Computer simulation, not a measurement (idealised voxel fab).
Process module heading - voxel lift off
This is section cut - it's 210 nm across, gridded in 5 nm square cells.
Cross-section format: a grid of square cells, given as bands from top to bottom; each band is one or more rows of cells.
Read a band's entry like this: the first values are the height of its top and the height of its bottom in nm, and what follows is the sequence of materials from left to right, each with its width in nm. Note that "blank" is empty space, and that a single material marked "edge to edge" reaches across the band from edge to edge.
Height reference: 0 = level under which incoming wafer is all one material. Lowest band: no bottom, runs on downward, e.g. "from 0 down".
The expression "30->40" gives the width at the extremes of the band, the first number at its top row of cells and the second at its bottom row, with the width changing by equal amounts from each row to the next in between.
The designation "stayed the same", where it is given for a processing step, indicates that no cell of the cross-section was altered in the course of that step.
The label "Tabulated closed voids" introduces a list of the empty spaces, 8 cells or larger, that have no open way up to the top; each entry in it reads width x height at distance, where the distance is taken from the left edge and all three are stated in nm.
Step line, after settings: the simulator's comment on this step.
The line of a step may include "overlay nm". On a step with a mask, this value is how far to the right of its planned place the mask lay. A negative value means the mask lay to the left.
Intended process steps:
- 1: RECEIVE,material Si
- 2: CONFORMAL_DEP,material Al2O3,thk nm 15
- 3: PATTERN,tone open,mask id LINES,material resist,width nm 30,pitch nm 50,thk nm 30,overlay nm 0
- 4: DIRECTIONAL_DEP,material Ru,thk nm 15
- 5: STRIP,etch materials resist
- 6: CONFORMAL_DEP,material SiO2,thk nm 10
Step 1 complete: cross-section of the wafer as received:
  from 0 down: Si edge to edge
  Tabulated closed voids: none
Run as planned - first of the two wafers cross-sectioned at the end of the module:
  from 40 to 30: 30 of blank, 150 of SiO2, 30 of blank
  from 30 to 25: 30 of blank, 10 of SiO2, 30 of Ru, 20 of SiO2, 30 of Ru, 20 of SiO2, 30 of Ru, 10 of SiO2, 30 of blank
  from 25 to 15: 40 of SiO2, 30 of Ru, 20 of SiO2, 30 of Ru, 20 of SiO2, 30 of Ru, 40 of SiO2
  from 15 to 0: Al2O3 edge to edge
  from 0 down: Si edge to edge
  Tabulated closed voids: none
Cross-section, wafer two of two, end of module: same start and plan as wafer one, one error in execution:
  from 25 to 15: 30 of blank, 150 of SiO2, 30 of blank
  from 15 to 10: 30 of blank, 10 of SiO2, 30 of Ru, 20 of SiO2, 30 of Ru, 20 of SiO2, 30 of Ru, 10 of SiO2, 30 of blank
  from 10 to 0: 40 of SiO2, 30 of Ru, 20 of SiO2, 30 of Ru, 20 of SiO2, 30 of Ru, 40 of SiO2
  from 0 down: Si edge to edge
  Tabulated closed voids: none
In executing the process, a mistake was made relative to the plan: plan step 2 skipped
Looking at both finished wafers in cells, the second ends up ahead of or behind the first on some materials: Al2O3: 126 fewer
